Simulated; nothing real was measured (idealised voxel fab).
The following process module bears the name voxel released beams.
Square cells of 5 nm make up the cross-section cut, whose width is 280 nm.
Format of a cross-section: grid, square cells. Given as bands. Order: top down. Band: one or more rows of cells.
Quick guide to a band line: top height, bottom height (nm) up front; then every material left to right with its width in nm. Only one material and it's marked "everywhere"? Then it fills the band edge to edge. And "empty" just means empty space.
The level at which height equals 0 is the one under which the wafer, as it arrives, is entirely one material. No lower edge exists for the bottom band, which continues downward and is notated as in "0 -> down".
Graded width ("30..40"): value in top row of band = first number; value in bottom row = second number; row-to-row change constant.
Any step labelled "remained unchanged" changed none of the cells in the cross-section.
The list in "Closed-off voids" covers empty spaces of 8 cells or more that cannot reach the top through any open way, and it gives each as width x height at distance; the distance is from the left edge, and width, height and distance are in nm.
That trailing text on a step's line, after the settings, is the simulator's own remark on the step.
The line of a step may include "overlay nm". On a step with a mask, this value is how far to the right of its planned place the mask lay. A negative value means the mask lay to the left.

Steps planned for the process
1: RECEIVE with material Si
2: CONFORMAL_DEP with material SiN, thk nm 10
3: DIRECTIONAL_DEP with material SiO2, thk nm 15
4: MASKED_ETCH with tone open, mask id ANCHOR, width nm 30, etch materials SiO2, depth nm 15, overlay nm 0
5: CONFORMAL_DEP with material W, thk nm 10
6: DIRECTIONAL_DEP with material aC, thk nm 10
7: PATTERN with tone cover, mask id BEAM, material resist, width nm 85, thk nm 30, overlay nm 0
8: DIRECTIONAL_ETCH with etch materials aC, depth nm 10
9: STRIP with etch materials resist
10: DIRECTIONAL_ETCH with etch materials W, depth nm 10
11: STRIP with etch materials aC
12: STRIP with etch materials SiO2

First of two wafers - as planned

So this is the incoming wafer in cross-section - it's already been through step 1
> 0 -> down = Si everywhere
> Closed-off voids: none

Cross-section: wafer state after step 2
> 10 -> 0 = SiN everywhere
> Lower than 0, everything is as it was.

Cross-section: wafer state after step 3
> 25 -> 10 = SiO2 everywhere
> Lower than 10, everything is as it was.

Cross-section: wafer state after step 4
> 25 -> 10 = SiO2 100 / empty 30 / SiO2 150
> Lower than 10, everything is as it was.

Cross-section: wafer state after step 5
> 35 -> 25 = W 110 / empty 10 / W 160
> 25 -> 20 = SiO2 100 / W 10 / empty 10 / W 10 / SiO2 150
> 20 -> 10 = SiO2 100 / W 30 / SiO2 150
> Lower than 10, everything is as it was.

Cross-section: wafer state after step 6
> 45 -> 35 = aC 110 / empty 10 / aC 160
> 35 -> 30 = W 110 / empty 10 / W 160
> 30 -> 25 = W 110 / aC 10 / W 160
> 25 -> 20 = SiO2 100 / W 10 / aC 10 / W 10 / SiO2 150
> Lower than 20, everything is as it was.

Cross-section: wafer state after step 7
> 75 -> 45 = empty 95 / resist 85 / empty 100
> 45 -> 35 = aC 110 / resist 10 / aC 160
> 35 -> 30 = W 110 / resist 10 / W 160
> Lower than 30, everything is as it was.

Cross-section: wafer state after step 8
> 65 -> 45 = empty 95 / resist 85 / empty 100
> 45 -> 35 = empty 95 / aC 15 / resist 10 / aC 60 / empty 100
> Lower than 35, everything is as it was.

Cross-section: wafer state after step 9
> 45 -> 35 = empty 95 / aC 15 / empty 10 / aC 60 / empty 100
> 35 -> 30 = W 110 / empty 10 / W 160
> Lower than 30, everything is as it was.

Cross-section: wafer state after step 10
> 45 -> 35 = empty 95 / aC 15 / empty 10 / aC 60 / empty 100
> 35 -> 30 = empty 95 / W 15 / empty 10 / W 60 / empty 100
> 30 -> 25 = empty 95 / W 15 / aC 10 / W 60 / empty 100
> Lower than 25, everything is as it was.

Cross-section: wafer state after step 11
> 35 -> 25 = empty 95 / W 15 / empty 10 / W 60 / empty 100
> 25 -> 20 = SiO2 100 / W 10 / empty 10 / W 10 / SiO2 150
> Lower than 20, everything is as it was.

Cross-section: wafer state after step 12
> 35 -> 25 = empty 95 / W 15 / empty 10 / W 60 / empty 100
> 25 -> 20 = empty 100 / W 10 / empty 10 / W 10 / empty 150
> 20 -> 10 = empty 100 / W 30 / empty 150
> Lower than 10, everything is as it was.

Wafer two. Identical start, identical plan. One mistake in execution. Identical history through step 1

Second wafer profile in section, at the moment step 2 of the plan was meant to be complete: remained unchanged

Second wafer profile in section, at the moment step 3 of the plan was meant to be complete
> 15 -> 0 = SiO2 everywhere
> Lower than 0, everything is as it was.

Second wafer profile in section, at the moment step 4 of the plan was meant to be complete
> 15 -> 0 = SiO2 100 / empty 30 / SiO2 150
> Lower than 0, everything is as it was.

Second wafer profile in section, at the moment step 5 of the plan was meant to be complete
> 25 -> 15 = W 110 / empty 10 / W 160
> 15 -> 10 = SiO2 100 / W 10 / empty 10 / W 10 / SiO2 150
> 10 -> 0 = SiO2 100 / W 30 / SiO2 150
> Lower than 0, everything is as it was.

Second wafer profile in section, at the moment step 6 of the plan was meant to be complete
> 35 -> 25 = aC 110 / empty 10 / aC 160
> 25 -> 20 = W 110 / empty 10 / W 160
> 20 -> 15 = W 110 / aC 10 / W 160
> 15 -> 10 = SiO2 100 / W 10 / aC 10 / W 10 / SiO2 150
> Lower than 10, everything is as it was.

Second wafer profile in section, at the moment step 7 of the plan was meant to be complete
> 65 -> 35 = empty 95 / resist 85 / empty 100
> 35 -> 25 = aC 110 / resist 10 / aC 160
> 25 -> 20 = W 110 / resist 10 / W 160
> Lower than 20, everything is as it was.

Second wafer profile in section, at the moment step 8 of the plan was meant to be complete
> 55 -> 35 = empty 95 / resist 85 / empty 100
> 35 -> 25 = empty 95 / aC 15 / resist 10 / aC 60 / empty 100
> Lower than 25, everything is as it was.

Second wafer profile in section, at the moment step 9 of the plan was meant to be complete
> 35 -> 25 = empty 95 / aC 15 / empty 10 / aC 60 / empty 100
> 25 -> 20 = W 110 / empty 10 / W 160
> Lower than 20, everything is as it was.

Second wafer profile in section, at the moment step 10 of the plan was meant to be complete
> 35 -> 25 = empty 95 / aC 15 / empty 10 / aC 60 / empty 100
> 25 -> 20 = empty 95 / W 15 / empty 10 / W 60 / empty 100
> 20 -> 15 = empty 95 / W 15 / aC 10 / W 60 / empty 100
> Lower than 15, everything is as it was.

Second wafer profile in section, at the moment step 11 of the plan was meant to be complete
> 25 -> 15 = empty 95 / W 15 / empty 10 / W 60 / empty 100
> 15 -> 10 = SiO2 100 / W 10 / empty 10 / W 10 / SiO2 150
> Lower than 10, everything is as it was.

Second wafer profile in section, at the moment step 12 of the plan was meant to be complete
> 25 -> 15 = empty 95 / W 15 / empty 10 / W 60 / empty 100
> 15 -> 10 = empty 100 / W 10 / empty 10 / W 10 / empty 150
> 10 -> 0 = empty 100 / W 30 / empty 150
> Lower than 0, everything is as it was.
what went wrong: step 2 in the plan did not get run; it was skipped
End of process, cell counts, second wafer against first, materials with more or fewer: SiN -112
